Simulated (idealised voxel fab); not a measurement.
Process module under the name voxel transistor to metal
Displayed cross-section: cut, width of 215 nm, square cells sized 5 nm.
If you're reading a cross-section in this doc, picture square cells in a grid; it comes to you as bands, top ones listed first down to the bottom, and a band can be one or more rows of cells.
Band entry format. Leading values: height of top, height of bottom, nm. Remainder: materials in left-to-right order, each with its width in nm. Special words: "throughout" on a single material, which then fills the band edge to edge; "blank", empty space.
Height is counted from the level 0, under which the received wafer is composed throughout of one material. The lowest of the bands is not closed at the bottom but continues downward, in the notation "0 -> down".
Top row gets the first number, bottom row gets the second, and each row in between changes by the same step: that is how a band width like "30 to 40" works.
Step marked "no alteration"? Then no cell in the cross-section changed in it.
Any empty space of 8 cells or more lacking an open way to the top shows up in "Enclosed void entries" as width x height at distance, distance from the left edge, in nm.
Past the settings on a step's line: simulator remark, on that step.
Regarding "overlay nm": on a step with a mask, it is the distance the mask lay to the right of its planned place; a negative value places it to the left.
Note on reading: below, each pair holds a cross-section from before one process step and one from after it; the one from after shows only down to the lowest band that changed. Beneath the pair, the step in between is stated along with its settings. The pairs can stem from different runs of this module on the same starting wafer. Where a pair's entry headed "State before step" says so, and only there, that pair continues from the pair above it.
State before step
    25 -> 20  blank 90, then SiCN 30, then blank 95
    20 -> 15  polySi 40, then blank 50, then SiCN 30, then blank 50, then polySi 45
    15 -> 0  polySi throughout
    0 -> -5  SiO2 40, then polySi 130, then SiO2 45
    -5 -> -10  SiO2 throughout
    -10 -> -55  SiO2 45, then Si 120, then SiO2 50
    -55 -> down  Si throughout
    Enclosed void entries: none
Resulting Structure
    25 -> 15  blank 90, then SiCN 30, then blank 95
    15 -> 0  blank 90, then polySi 30, then blank 95
    0 -> -5  SiO2 40, then blank 50, then polySi 30, then blank 50, then SiO2 45
    Unchanged below -5.
    Enclosed void entries: none
Intermediate step for the cross-sections above: MASKED_ETCH (tone cover; mask id GATE; width nm 30; etch materials polySi; depth nm 30; overlay nm 0)
State before step: same picture as after in the pair right above, so we don't repeat it.
Resulting Structure
    30 -> 25  blank 85, then SiO2 40, then blank 90
    25 -> 15  blank 85, then SiO2 5, then SiCN 30, then SiO2 5, then blank 90
    15 -> 5  blank 85, then SiO2 5, then polySi 30, then SiO2 5, then blank 90
    5 -> 0  SiO2 45, then blank 40, then SiO2 5, then polySi 30, then SiO2 5, then blank 40, then SiO2 50
    0 -> -5  SiO2 90, then polySi 30, then SiO2 95
    Unchanged below -5.
    Enclosed void entries: none
Intermediate step for the cross-sections above: CONFORMAL_DEP (material SiO2; thk nm 5)
State before step: same picture as after in the pair right above, so we don't repeat it.
Resulting Structure
    25 -> 15  blank 85, then SiO2 5, then SiCN 30, then SiO2 5, then blank 90
    15 -> 0  blank 85, then SiO2 5, then polySi 30, then SiO2 5, then blank 90
    0 -> -5  SiO2 45, then blank 40, then SiO2 5, then polySi 30, then SiO2 5, then blank 40, then SiO2 50
    Unchanged below -5.
    Enclosed void entries: none
Intermediate step for the cross-sections above: DIRECTIONAL_ETCH (etch materials SiO2; depth nm 5)
State before step: same picture as after in the pair right above, so we don't repeat it.
Resulting Structure
    30 -> 25  blank 80, then SiN 50, then blank 85
    25 -> 15  blank 80, then SiN 5, then SiO2 5, then SiCN 30, then SiO2 5, then SiN 5, then blank 85
    15 -> 5  blank 80, then SiN 5, then SiO2 5, then polySi 30, then SiO2 5, then SiN 5, then blank 85
    5 -> 0  SiN 50, then blank 30, then SiN 5, then SiO2 5, then polySi 30, then SiO2 5, then SiN 5, then blank 30, then SiN 55
    0 -> -5  SiO2 45, then SiN 40, then SiO2 5, then polySi 30, then SiO2 5, then SiN 40, then SiO2 50
    Unchanged below -5.
    Enclosed void entries: none
Intermediate step for the cross-sections above: CONFORMAL_DEP (material SiN; thk nm 5)
State before step: same picture as after in the pair right above, so we don't repeat it.
Resulting Structure
    25 -> 15  blank 80, then SiN 5, then SiO2 5, then SiCN 30, then SiO2 5, then SiN 5, then blank 85
    15 -> 0  blank 80, then SiN 5, then SiO2 5, then polySi 30, then SiO2 5, then SiN 5, then blank 85
    0 -> -5  SiO2 45, then SiN 5, then blank 30, then SiN 5, then SiO2 5, then polySi 30, then SiO2 5, then SiN 5, then blank 30, then SiN 5, then SiO2 50
    Unchanged below -5.
    Enclosed void entries: none
Intermediate step for the cross-sections above: DIRECTIONAL_ETCH (etch materials SiN; depth nm 5)
State before step: same picture as after in the pair right above, so we don't repeat it.
Resulting Structure
    25 -> 20  blank 80, then SiN 5, then blank 5, then SiCN 30, then blank 5, then SiN 5, then blank 85
    20 -> 15  blank 80, then SiN 5, then SiO2 5, then SiCN 30, then SiO2 5, then SiN 5, then blank 85
    15 -> 0  blank 80, then SiN 5, then SiO2 5, then polySi 30, then SiO2 5, then SiN 5, then blank 85
    0 -> -5  blank 45, then SiN 5, then blank 30, then SiN 5, then SiO2 5, then polySi 30, then SiO2 5, then SiN 5, then blank 30, then SiN 5, then blank 50
    -5 -> -10  SiO2 50, then blank 30, then SiO2 50, then blank 30, then SiO2 55
    Unchanged below -10.
    Enclosed void entries: none
Intermediate step for the cross-sections above: DIRECTIONAL_ETCH (etch materials SiO2; depth nm 5)
State before step: same picture as after in the pair right above, so we don't repeat it.
Resulting Structure
    25 -> 20  blank 80, then SiN 5, then blank 5, then SiCN 30, then blank 5, then SiN 5, then blank 85
    20 -> 15  blank 80, then SiN 5, then SiO2 5, then SiCN 30, then SiO2 5, then SiN 5, then blank 85
    15 -> 0  blank 80, then SiN 5, then SiO2 5, then polySi 30, then SiO2 5, then SiN 5, then blank 85
    0 -> -5  blank 45, then SiN 5, then blank 30, then SiN 5, then SiO2 5, then polySi 30, then SiO2 5, then SiN 5, then blank 30, then SiN 5, then blank 50
    -5 -> -10  SiO2 50, then pSi 30, then SiO2 50, then pSi 30, then SiO2 55
    Unchanged below -10.
    Enclosed void entries: none
Intermediate step for the cross-sections above: EPI (material pSi; thk nm 5)
State before step: same picture as after in the pair right above, so we don't repeat it.
Resulting Structure
    35 -> 25  SiO2 throughout
    25 -> 15  SiO2 80, then SiN 5, then SiO2 5, then SiCN 30, then SiO2 5, then SiN 5, then SiO2 85
    15 -> 0  SiO2 80, then SiN 5, then SiO2 5, then polySi 30, then SiO2 5, then SiN 5, then SiO2 85
    0 -> -5  SiO2 45, then SiN 5, then SiO2 30, then SiN 5, then SiO2 5, then polySi 30, then SiO2 5, then SiN 5, then SiO2 30, then SiN 5, then SiO2 50
    Unchanged below -5.
    Enclosed void entries: none
Intermediate step for the cross-sections above: FILL_DEP (material SiO2; thk nm 10)
State before step: same picture as after in the pair right above, so we don't repeat it.
Resulting Structure
    15 -> 0  SiO2 80, then SiN 5, then SiO2 5, then polySi 30, then SiO2 5, then SiN 5, then SiO2 85
    Unchanged below 0.
    Enclosed void entries: none
Intermediate step for the cross-sections above: CMP (height nm 15)
State before step: same picture as after in the pair right above, so we don't repeat it.
Resulting Structure
    15 -> 0  SiO2 80, then SiN 5, then SiO2 5, then blank 30, then SiO2 5, then SiN 5, then SiO2 85
    0 -> -5  SiO2 45, then SiN 5, then SiO2 30, then SiN 5, then SiO2 5, then blank 30, then SiO2 5, then SiN 5, then SiO2 30, then SiN 5, then SiO2 50
    Unchanged below -5.
    Enclosed void entries: none
Intermediate step for the cross-sections above: STRIP (etch materials polySi)
State before step: same picture as after in the pair right above, so we don't repeat it.
Resulting Structure
    15 -> 10  blank 80, then SiN 5, then blank 40, then SiN 5, then blank 85
    10 -> 0  SiO2 80, then SiN 5, then blank 40, then SiN 5, then SiO2 85
    0 -> -5  SiO2 45, then SiN 5, then SiO2 30, then SiN 5, then blank 40, then SiN 5, then SiO2 30, then SiN 5, then SiO2 50
    -5 -> -10  SiO2 50, then pSi 30, then SiO2 5, then blank 40, then SiO2 5, then pSi 30, then SiO2 55
    Unchanged below -10.
    Enclosed void entries: none
Intermediate step for the cross-sections above: SELECTIVE_ETCH (etch materials SiO2; depth nm 5)
State before step: same picture as after in the pair right above, so we don't repeat it.
Resulting Structure
    20 -> 15  blank 75, then HfO2 15, then blank 30, then HfO2 15, then blank 80
    15 -> 10  HfO2 80, then SiN 5, then HfO2 5, then blank 30, then HfO2 5, then SiN 5, then HfO2 85
    10 -> 0  SiO2 80, then SiN 5, then HfO2 5, then blank 30, then HfO2 5, then SiN 5, then SiO2 85
    0 -> -5  SiO2 45, then SiN 5, then SiO2 30, then SiN 5, then HfO2 5, then blank 30, then HfO2 5, then SiN 5, then SiO2 30, then SiN 5, then SiO2 50
    -5 -> -10  SiO2 50, then pSi 30, then SiO2 5, then HfO2 40, then SiO2 5, then pSi 30, then SiO2 55
    Unchanged below -10.
    Enclosed void entries: none
Intermediate step for the cross-sections above: CONFORMAL_DEP (material HfO2; thk nm 5)
State before step: same picture as after in the pair right above, so we don't repeat it.
Resulting Structure
    25 -> 20  blank 70, then TiN 25, then blank 20, then TiN 25, then blank 75
    20 -> 15  TiN 75, then HfO2 15, then TiN 5, then blank 20, then TiN 5, then HfO2 15, then TiN 80
    15 -> 10  HfO2 80, then SiN 5, then HfO2 5, then TiN 5, then blank 20, then TiN 5, then HfO2 5, then SiN 5, then HfO2 85
    10 -> 0  SiO2 80, then SiN 5, then HfO2 5, then TiN 5, then blank 20, then TiN 5, then HfO2 5, then SiN 5, then SiO2 85
    0 -> -5  SiO2 45, then SiN 5, then SiO2 30, then SiN 5, then HfO2 5, then TiN 30, then HfO2 5, then SiN 5, then SiO2 30, then SiN 5, then SiO2 50
    Unchanged below -5.
    Enclosed void entries: none
Intermediate step for the cross-sections above: CONFORMAL_DEP (material TiN; thk nm 5)
State before step: same picture as after in the pair right above, so we don't repeat it.
Resulting Structure
    35 -> 25  W throughout
    25 -> 20  W 70, then TiN 25, then W 20, then TiN 25, then W 75
    20 -> 15  TiN 75, then HfO2 15, then TiN 5, then W 20, then TiN 5, then HfO2 15, then TiN 80
    15 -> 10  HfO2 80, then SiN 5, then HfO2 5, then TiN 5, then W 20, then TiN 5, then HfO2 5, then SiN 5, then HfO2 85
    10 -> 0  SiO2 80, then SiN 5, then HfO2 5, then TiN 5, then W 20, then TiN 5, then HfO2 5, then SiN 5, then SiO2 85
    Unchanged below 0.
    Enclosed void entries: none
Intermediate step for the cross-sections above: FILL_DEP (material W; thk nm 10)
State before step: same picture as after in the pair right above, so we don't repeat it.
Resulting Structure
    10 -> 0  SiO2 80, then SiN 5, then HfO2 5, then TiN 5, then W 20, then TiN 5, then HfO2 5, then SiN 5, then SiO2 85
    Unchanged below 0.
    Enclosed void entries: none
Intermediate step for the cross-sections above: CMP (height nm 10)
State before step: same picture as after in the pair right above, so we don't repeat it.
Resulting Structure
    25 -> 10  SiO2 throughout
    Unchanged below 10.
    Enclosed void entries: none
Intermediate step for the cross-sections above: DIRECTIONAL_DEP (material SiO2; thk nm 15)
State before step: same picture as after in the pair right above, so we don't repeat it.
Resulting Structure
    25 -> 10  SiO2 50, then blank 20, then SiO2 70, then blank 20, then SiO2 55
    10 -> 0  SiO2 50, then blank 20, then SiO2 10, then SiN 5, then HfO2 5, then TiN 5, then W 20, then TiN 5, then HfO2 5, then SiN 5, then SiO2 10, then blank 20, then SiO2 55
    0 -> -5  SiO2 45, then SiN 5, then blank 20, then SiO2 10, then SiN 5, then HfO2 5, then TiN 30, then HfO2 5, then SiN 5, then SiO2 10, then blank 20, then SiN 5, then SiO2 50
    Unchanged below -5.
    Enclosed void entries: none
Intermediate step for the cross-sections above: MASKED_ETCH (tone open; mask id CONTACT; width nm 20; pitch nm 90; etch materials SiO2; depth nm 30; overlay nm 0)
State before step: same picture as after in the pair right above, so we don't repeat it.
Resulting Structure
    30 -> 25  TiN 55, then blank 10, then TiN 80, then blank 10, then TiN 60
    25 -> 10  SiO2 50, then TiN 5, then blank 10, then TiN 5, then SiO2 70, then TiN 5, then blank 10, then TiN 5, then SiO2 55
    10 -> 0  SiO2 50, then TiN 5, then blank 10, then TiN 5, then SiO2 10, then SiN 5, then HfO2 5, then TiN 5, then W 20, then TiN 5, then HfO2 5, then SiN 5, then SiO2 10, then TiN 5, then blank 10, then TiN 5, then SiO2 55
    0 -> -5  SiO2 45, then SiN 5, then TiN 20, then SiO2 10, then SiN 5, then HfO2 5, then TiN 30, then HfO2 5, then SiN 5, then SiO2 10, then TiN 20, then SiN 5, then SiO2 50
    Unchanged below -5.
    Enclosed void entries: none
Intermediate step for the cross-sections above: CONFORMAL_DEP (material TiN; thk nm 5)
State before step: same picture as after in the pair right above, so we don't repeat it.
Resulting Structure
    40 -> 30  W throughout
    30 -> 25  TiN 55, then W 10, then TiN 80, then W 10, then TiN 60
    25 -> 10  SiO2 50, then TiN 5, then W 10, then TiN 5, then SiO2 70, then TiN 5, then W 10, then TiN 5, then SiO2 55
    10 -> 0  SiO2 50, then TiN 5, then W 10, then TiN 5, then SiO2 10, then SiN 5, then HfO2 5, then TiN 5, then W 20, then TiN 5, then HfO2 5, then SiN 5, then SiO2 10, then TiN 5, then W 10, then TiN 5, then SiO2 55
    Unchanged below 0.
    Enclosed void entries: none
Intermediate step for the cross-sections above: FILL_DEP (material W; thk nm 10)
State before step: same picture as after in the pair right above, so we don't repeat it.
Resulting Structure
    25 -> 10  SiO2 50, then TiN 5, then W 10, then TiN 5, then SiO2 70, then TiN 5, then W 10, then TiN 5, then SiO2 55
    Unchanged below 10.
    Enclosed void entries: none
Intermediate step for the cross-sections above: CMP (height nm 25)
State before step: same picture as after in the pair right above, so we don't repeat it.
Resulting Structure
    30 -> 25  SiN throughout
    Unchanged below 25.
    Enclosed void entries: none
Intermediate step for the cross-sections above: CONFORMAL_DEP (material SiN; thk nm 5)
State before step: same picture as after in the pair right above, so we don't repeat it.
Resulting Structure
    50 -> 30  SiO2 throughout
    Unchanged below 30.
    Enclosed void entries: none
Intermediate step for the cross-sections above: DIRECTIONAL_DEP (material SiO2; thk nm 20)
State before step: same picture as after in the pair right above, so we don't repeat it.
Resulting Structure
    50 -> 30  SiO2 50, then blank 20, then SiO2 70, then blank 20, then SiO2 55
    Unchanged below 30.
    Enclosed void entries: none
Intermediate step for the cross-sections above: MASKED_ETCH (tone open; mask id METAL_1; width nm 20; pitch nm 90; etch materials SiO2; depth nm 20; overlay nm 0)
State before step: same picture as after in the pair right above, so we don't repeat it.
Resulting Structure
    50 -> 30  SiO2 50, then blank 20, then SiO2 70, then blank 20, then SiO2 55
    30 -> 25  SiN 50, then blank 20, then SiN 70, then blank 20, then SiN 55
    Unchanged below 25.
    Enclosed void entries: none
Intermediate step for the cross-sections above: MASKED_ETCH (tone open; mask id METAL_1; width nm 20; pitch nm 90; etch materials SiN; depth nm 5; overlay nm 0)
State before step: same picture as after in the pair right above, so we don't repeat it.
Resulting Structure
    55 -> 50  TiN 55, then blank 10, then TiN 80, then blank 10, then TiN 60
    50 -> 30  SiO2 50, then TiN 5, then blank 10, then TiN 5, then SiO2 70, then TiN 5, then blank 10, then TiN 5, then SiO2 55
    30 -> 25  SiN 50, then TiN 20, then SiN 70, then TiN 20, then SiN 55
    Unchanged below 25.
    Enclosed void entries: none
Intermediate step for the cross-sections above: CONFORMAL_DEP (material TiN; thk nm 5)
State before step: same picture as after in the pair right above, so we don't repeat it.
Resulting Structure
    60 -> 55  Ru throughout
    55 -> 50  TiN 55, then Ru 10, then TiN 80, then Ru 10, then TiN 60
    50 -> 30  SiO2 50, then TiN 5, then Ru 10, then TiN 5, then SiO2 70, then TiN 5, then Ru 10, then TiN 5, then SiO2 55
    Unchanged below 30.
    Enclosed void entries: none
Intermediate step for the cross-sections above: FILL_DEP (material Ru; thk nm 5)
State before step: same picture as after in the pair right above, so we don't repeat it.
Resulting Structure
    50 -> 30  SiO2 50, then TiN 5, then Ru 10, then TiN 5, then SiO2 70, then TiN 5, then Ru 10, then TiN 5, then SiO2 55
    Unchanged below 30.
    Enclosed void entries: none
Intermediate step for the cross-sections above: CMP (height nm 50)
State before step: same picture as after in the pair right above, so we don't repeat it.
Resulting Structure
    55 -> 50  SiCN throughout
    Unchanged below 50.
    Enclosed void entries: none
Intermediate step for the cross-sections above: CONFORMAL_DEP (material SiCN; thk nm 5)
State before step
    10 -> 0  SiO2 45, then SiN 120, then SiO2 50
    0 -> -5  SiO2 throughout
    -5 -> -30  SiO2 45, then Si 120, then SiO2 50
    -30 -> down  Si throughout
    Enclosed void entries: none
Resulting Structure
    10 -> 0  SiO2 45, then blank 120, then SiO2 50
    Unchanged below 0.
    Enclosed void entries: none
Intermediate step for the cross-sections above: STRIP (etch materials SiN)
State before step: same picture as after in the pair right above, so we don't repeat it.
Resulting Structure
    5 -> -5  SiO2 40, then blank 130, then SiO2 45
    Unchanged below -5.
    Enclosed void entries: none
Intermediate step for the cross-sections above: SELECTIVE_ETCH (etch materials SiO2; depth nm 5)
State before step: same picture as after in the pair right above, so we don't repeat it.
Resulting Structure
    0 -> -5  SiO2 35, then blank 140, then SiO2 40
    -5 -> -10  SiO2 35, then blank 10, then Si 120, then blank 10, then SiO2 40
    Unchanged below -10.
    Enclosed void entries: none
Intermediate step for the cross-sections above: SELECTIVE_ETCH (etch materials SiO2; depth nm 5)
State before step: same picture as after in the pair right above, so we don't repeat it.
Resulting Structure
    0 -> -5  SiO2 35, then blank 140, then SiO2 40
    -5 -> -10  SiO2 35, then blank 10, then SiO2 120, then blank 10, then SiO2 40
    -10 -> -15  SiO2 50, then Si 110, then SiO2 55
    Unchanged below -15.
    Enclosed void entries: none
Intermediate step for the cross-sections above: OXIDIZE (depth nm 5)
State before step: same picture as after in the pair right above, so we don't repeat it.
Resulting Structure
    20 -> 15  polySi 35, then blank 140, then polySi 40
    15 -> 10  polySi 35, then blank 10, then polySi 120, then blank 10, then polySi 40
    10 -> 0  polySi throughout
    0 -> -5  SiO2 35, then polySi 140, then SiO2 40
    -5 -> -10  SiO2 35, then polySi 10, then SiO2 120, then polySi 10, then SiO2 40
    Unchanged below -10.
    Enclosed void entries: none
Intermediate step for the cross-sections above: DIRECTIONAL_DEP (material polySi; thk nm 20)
State before step: same picture as after in the pair right above, so we don't repeat it.
Resulting Structure
    30 -> 25  SiCN 35, then blank 140, then SiCN 40
    25 -> 20  SiCN 35, then blank 10, then SiCN 120, then blank 10, then SiCN 40
    20 -> 15  polySi 35, then SiCN 140, then polySi 40
    15 -> 10  polySi 35, then SiCN 10, then polySi 120, then SiCN 10, then polySi 40
    Unchanged below 10.
    Enclosed void entries: none
Intermediate step for the cross-sections above: DIRECTIONAL_DEP (material SiCN; thk nm 10)
State before step: same picture as after in the pair right above, so we don't repeat it.
Resulting Structure
    25 -> 20  blank 90, then SiCN 30, then blank 95
    20 -> 15  polySi 35, then blank 55, then SiCN 30, then blank 55, then polySi 40
    15 -> 10  polySi 35, then blank 10, then polySi 120, then blank 10, then polySi 40
    Unchanged below 10.
    Enclosed void entries: none
Intermediate step for the cross-sections above: MASKED_ETCH (tone cover; mask id GATE; width nm 30; etch materials SiCN; depth nm 20; overlay nm 0)
State before step: same picture as after in the pair right above, so we don't repeat it.
Resulting Structure
    25 -> 15  blank 90, then SiCN 30, then blank 95
    15 -> 0  blank 90, then polySi 30, then blank 95
    0 -> -5  SiO2 35, then blank 55, then polySi 30, then blank 55, then SiO2 40
    -5 -> -10  SiO2 35, then blank 10, then SiO2 120, then blank 10, then SiO2 40
    Unchanged below -10.
    Enclosed void entries: none
Intermediate step for the cross-sections above: MASKED_ETCH (tone cover; mask id GATE; width nm 30; etch materials polySi; depth nm 30; overlay nm 0)
State before step: same picture as after in the pair right above, so we don't repeat it.
Resulting Structure
    30 -> 25  blank 85, then SiO2 40, then blank 90
    25 -> 15  blank 85, then SiO2 5, then SiCN 30, then SiO2 5, then blank 90
    15 -> 5  blank 85, then SiO2 5, then polySi 30, then SiO2 5, then blank 90
    5 -> 0  SiO2 40, then blank 45, then SiO2 5, then polySi 30, then SiO2 5, then blank 45, then SiO2 45
    0 -> -5  SiO2 90, then polySi 30, then SiO2 95
    -5 -> -10  SiO2 throughout
    Unchanged below -10.
    Enclosed void entries: none
Intermediate step for the cross-sections above: CONFORMAL_DEP (material SiO2; thk nm 5)
State before step: same picture as after in the pair right above, so we don't repeat it.
Resulting Structure
    25 -> 15  blank 85, then SiO2 5, then SiCN 30, then SiO2 5, then blank 90
    15 -> 0  blank 85, then SiO2 5, then polySi 30, then SiO2 5, then blank 90
    0 -> -5  SiO2 40, then blank 45, then SiO2 5, then polySi 30, then SiO2 5, then blank 45, then SiO2 45
    Unchanged below -5.
    Enclosed void entries: none
Intermediate step for the cross-sections above: DIRECTIONAL_ETCH (etch materials SiO2; depth nm 5)
State before step: same picture as after in the pair right above, so we don't repeat it.
Resulting Structure
    30 -> 25  blank 80, then SiN 50, then blank 85
    25 -> 15  blank 80, then SiN 5, then SiO2 5, then SiCN 30, then SiO2 5, then SiN 5, then blank 85
    15 -> 5  blank 80, then SiN 5, then SiO2 5, then polySi 30, then SiO2 5, then SiN 5, then blank 85
    5 -> 0  SiN 45, then blank 35, then SiN 5, then SiO2 5, then polySi 30, then SiO2 5, then SiN 5, then blank 35, then SiN 50
    0 -> -5  SiO2 40, then SiN 45, then SiO2 5, then polySi 30, then SiO2 5, then SiN 45, then SiO2 45
    Unchanged below -5.
    Enclosed void entries: none
Intermediate step for the cross-sections above: CONFORMAL_DEP (material SiN; thk nm 5)
State before step: same picture as after in the pair right above, so we don't repeat it.
Resulting Structure
    25 -> 15  blank 80, then SiN 5, then SiO2 5, then SiCN 30, then SiO2 5, then SiN 5, then blank 85
    15 -> 0  blank 80, then SiN 5, then SiO2 5, then polySi 30, then SiO2 5, then SiN 5, then blank 85
    0 -> -5  SiO2 40, then SiN 5, then blank 35, then SiN 5, then SiO2 5, then polySi 30, then SiO2 5, then SiN 5, then blank 35, then SiN 5, then SiO2 45
    Unchanged below -5.
    Enclosed void entries: none
Intermediate step for the cross-sections above: DIRECTIONAL_ETCH (etch materials SiN; depth nm 5)
State before step: same picture as after in the pair right above, so we don't repeat it.
Resulting Structure
    25 -> 20  blank 80, then SiN 5, then blank 5, then SiCN 30, then blank 5, then SiN 5, then blank 85
    20 -> 15  blank 80, then SiN 5, then SiO2 5, then SiCN 30, then SiO2 5, then SiN 5, then blank 85
    15 -> 0  blank 80, then SiN 5, then SiO2 5, then polySi 30, then SiO2 5, then SiN 5, then blank 85
    0 -> -5  blank 40, then SiN 5, then blank 35, then SiN 5, then SiO2 5, then polySi 30, then SiO2 5, then SiN 5, then blank 35, then SiN 5, then blank 45
    -5 -> -10  SiO2 45, then blank 35, then SiO2 50, then blank 35, then SiO2 50
    Unchanged below -10.
    Enclosed void entries: none
Intermediate step for the cross-sections above: DIRECTIONAL_ETCH (etch materials SiO2; depth nm 5)
State before step: same picture as after in the pair right above, so we don't repeat it.
Resulting Structure
    25 -> 20  blank 80, then SiN 5, then blank 5, then SiCN 30, then blank 5, then SiN 5, then blank 85
    20 -> 15  blank 80, then SiN 5, then SiO2 5, then SiCN 30, then SiO2 5, then SiN 5, then blank 85
    15 -> 0  blank 80, then SiN 5, then SiO2 5, then polySi 30, then SiO2 5, then SiN 5, then blank 85
    0 -> -5  blank 40, then SiN 5, then blank 35, then SiN 5, then SiO2 5, then polySi 30, then SiO2 5, then SiN 5, then blank 35, then SiN 5, then blank 45
    -5 -> -10  SiO2 45, then pSi 35, then SiO2 50, then pSi 35, then SiO2 50
    Unchanged below -10.
    Enclosed void entries: none
Intermediate step for the cross-sections above: EPI (material pSi; thk nm 5)
State before step: same picture as after in the pair right above, so we don't repeat it.
Resulting Structure
    35 -> 25  SiO2 throughout
    25 -> 15  SiO2 80, then SiN 5, then SiO2 5, then SiCN 30, then SiO2 5, then SiN 5, then SiO2 85
    15 -> 0  SiO2 80, then SiN 5, then SiO2 5, then polySi 30, then SiO2 5, then SiN 5, then SiO2 85
    0 -> -5  SiO2 40, then SiN 5, then SiO2 35, then SiN 5, then SiO2 5, then polySi 30, then SiO2 5, then SiN 5, then SiO2 35, then SiN 5, then SiO2 45
    Unchanged below -5.
    Enclosed void entries: none
Intermediate step for the cross-sections above: FILL_DEP (material SiO2; thk nm 10)
State before step: same picture as after in the pair right above, so we don't repeat it.
Resulting Structure
    15 -> 0  SiO2 80, then SiN 5, then SiO2 5, then polySi 30, then SiO2 5, then SiN 5, then SiO2 85
    Unchanged below 0.
    Enclosed void entries: none
Intermediate step for the cross-sections above: CMP (height nm 15)
State before step: same picture as after in the pair right above, so we don't repeat it.
Resulting Structure
    15 -> 0  SiO2 80, then SiN 5, then SiO2 5, then blank 30, then SiO2 5, then SiN 5, then SiO2 85
    0 -> -5  SiO2 40, then SiN 5, then SiO2 35, then SiN 5, then SiO2 5, then blank 30, then SiO2 5, then SiN 5, then SiO2 35, then SiN 5, then SiO2 45
    Unchanged below -5.
    Enclosed void entries: none
Intermediate step for the cross-sections above: STRIP (etch materials polySi)
State before step: same picture as after in the pair right above, so we don't repeat it.
Resulting Structure
    15 -> 10  blank 80, then SiN 5, then blank 40, then SiN 5, then blank 85
    10 -> 0  SiO2 80, then SiN 5, then blank 40, then SiN 5, then SiO2 85
    0 -> -5  SiO2 40, then SiN 5, then SiO2 35, then SiN 5, then blank 40, then SiN 5, then SiO2 35, then SiN 5, then SiO2 45
    -5 -> -10  SiO2 45, then pSi 35, then SiO2 5, then blank 40, then SiO2 5, then pSi 35, then SiO2 50
    Unchanged below -10.
    Enclosed void entries: none
Intermediate step for the cross-sections above: SELECTIVE_ETCH (etch materials SiO2; depth nm 5)
State before step: same picture as after in the pair right above, so we don't repeat it.
Resulting Structure
    20 -> 15  blank 75, then HfO2 15, then blank 30, then HfO2 15, then blank 80
    15 -> 10  HfO2 80, then SiN 5, then HfO2 5, then blank 30, then HfO2 5, then SiN 5, then HfO2 85
    10 -> 0  SiO2 80, then SiN 5, then HfO2 5, then blank 30, then HfO2 5, then SiN 5, then SiO2 85
    0 -> -5  SiO2 40, then SiN 5, then SiO2 35, then SiN 5, then HfO2 5, then blank 30, then HfO2 5, then SiN 5, then SiO2 35, then SiN 5, then SiO2 45
    -5 -> -10  SiO2 45, then pSi 35, then SiO2 5, then HfO2 40, then SiO2 5, then pSi 35, then SiO2 50
    Unchanged below -10.
    Enclosed void entries: none
Intermediate step for the cross-sections above: CONFORMAL_DEP (material HfO2; thk nm 5)
State before step: same picture as after in the pair right above, so we don't repeat it.
Resulting Structure
    25 -> 20  blank 70, then TiN 25, then blank 20, then TiN 25, then blank 75
    20 -> 15  TiN 75, then HfO2 15, then TiN 5, then blank 20, then TiN 5, then HfO2 15, then TiN 80
    15 -> 10  HfO2 80, then SiN 5, then HfO2 5, then TiN 5, then blank 20, then TiN 5, then HfO2 5, then SiN 5, then HfO2 85
    10 -> 0  SiO2 80, then SiN 5, then HfO2 5, then TiN 5, then blank 20, then TiN 5, then HfO2 5, then SiN 5, then SiO2 85
    0 -> -5  SiO2 40, then SiN 5, then SiO2 35, then SiN 5, then HfO2 5, then TiN 30, then HfO2 5, then SiN 5, then SiO2 35, then SiN 5, then SiO2 45
    Unchanged below -5.
    Enclosed void entries: none
Intermediate step for the cross-sections above: CONFORMAL_DEP (material TiN; thk nm 5)
State before step: same picture as after in the pair right above, so we don't repeat it.
Resulting Structure
    35 -> 25  W throughout
    25 -> 20  W 70, then TiN 25, then W 20, then TiN 25, then W 75
    20 -> 15  TiN 75, then HfO2 15, then TiN 5, then W 20, then TiN 5, then HfO2 15, then TiN 80
    15 -> 10  HfO2 80, then SiN 5, then HfO2 5, then TiN 5, then W 20, then TiN 5, then HfO2 5, then SiN 5, then HfO2 85
    10 -> 0  SiO2 80, then SiN 5, then HfO2 5, then TiN 5, then W 20, then TiN 5, then HfO2 5, then SiN 5, then SiO2 85
    Unchanged below 0.
    Enclosed void entries: none
Intermediate step for the cross-sections above: FILL_DEP (material W; thk nm 10)
State before step: same picture as after in the pair right above, so we don't repeat it.
Resulting Structure
    10 -> 0  SiO2 80, then SiN 5, then HfO2 5, then TiN 5, then W 20, then TiN 5, then HfO2 5, then SiN 5, then SiO2 85
    Unchanged below 0.
    Enclosed void entries: none
Intermediate step for the cross-sections above: CMP (height nm 10)
State before step: same picture as after in the pair right above, so we don't repeat it.
Resulting Structure
    25 -> 10  SiO2 throughout
    Unchanged below 10.
    Enclosed void entries: none
Intermediate step for the cross-sections above: DIRECTIONAL_DEP (material SiO2; thk nm 15)
State before step: same picture as after in the pair right above, so we don't repeat it.
Resulting Structure
    25 -> 10  SiO2 50, then blank 20, then SiO2 70, then blank 20, then SiO2 55
    10 -> 0  SiO2 50, then blank 20, then SiO2 10, then SiN 5, then HfO2 5, then TiN 5, then W 20, then TiN 5, then HfO2 5, then SiN 5, then SiO2 10, then blank 20, then SiO2 55
    0 -> -5  SiO2 40, then SiN 5, then SiO2 5, then blank 20, then SiO2 10, then SiN 5, then HfO2 5, then TiN 30, then HfO2 5, then SiN 5, then SiO2 10, then blank 20, then SiO2 5, then SiN 5, then SiO2 45
    Unchanged below -5.
    Enclosed void entries: none
Intermediate step for the cross-sections above: MASKED_ETCH (tone open; mask id CONTACT; width nm 20; pitch nm 90; etch materials SiO2; depth nm 30; overlay nm 0)
State before step: same picture as after in the pair right above, so we don't repeat it.
Resulting Structure
    30 -> 25  TiN 55, then blank 10, then TiN 80, then blank 10, then TiN 60
    25 -> 10  SiO2 50, then TiN 5, then blank 10, then TiN 5, then SiO2 70, then TiN 5, then blank 10, then TiN 5, then SiO2 55
    10 -> 0  SiO2 50, then TiN 5, then blank 10, then TiN 5, then SiO2 10, then SiN 5, then HfO2 5, then TiN 5, then W 20, then TiN 5, then HfO2 5, then SiN 5, then SiO2 10, then TiN 5, then blank 10, then TiN 5, then SiO2 55
    0 -> -5  SiO2 40, then SiN 5, then SiO2 5, then TiN 20, then SiO2 10, then SiN 5, then HfO2 5, then TiN 30, then HfO2 5, then SiN 5, then SiO2 10, then TiN 20, then SiO2 5, then SiN 5, then SiO2 45
    Unchanged below -5.
    Enclosed void entries: none
Intermediate step for the cross-sections above: CONFORMAL_DEP (material TiN; thk nm 5)
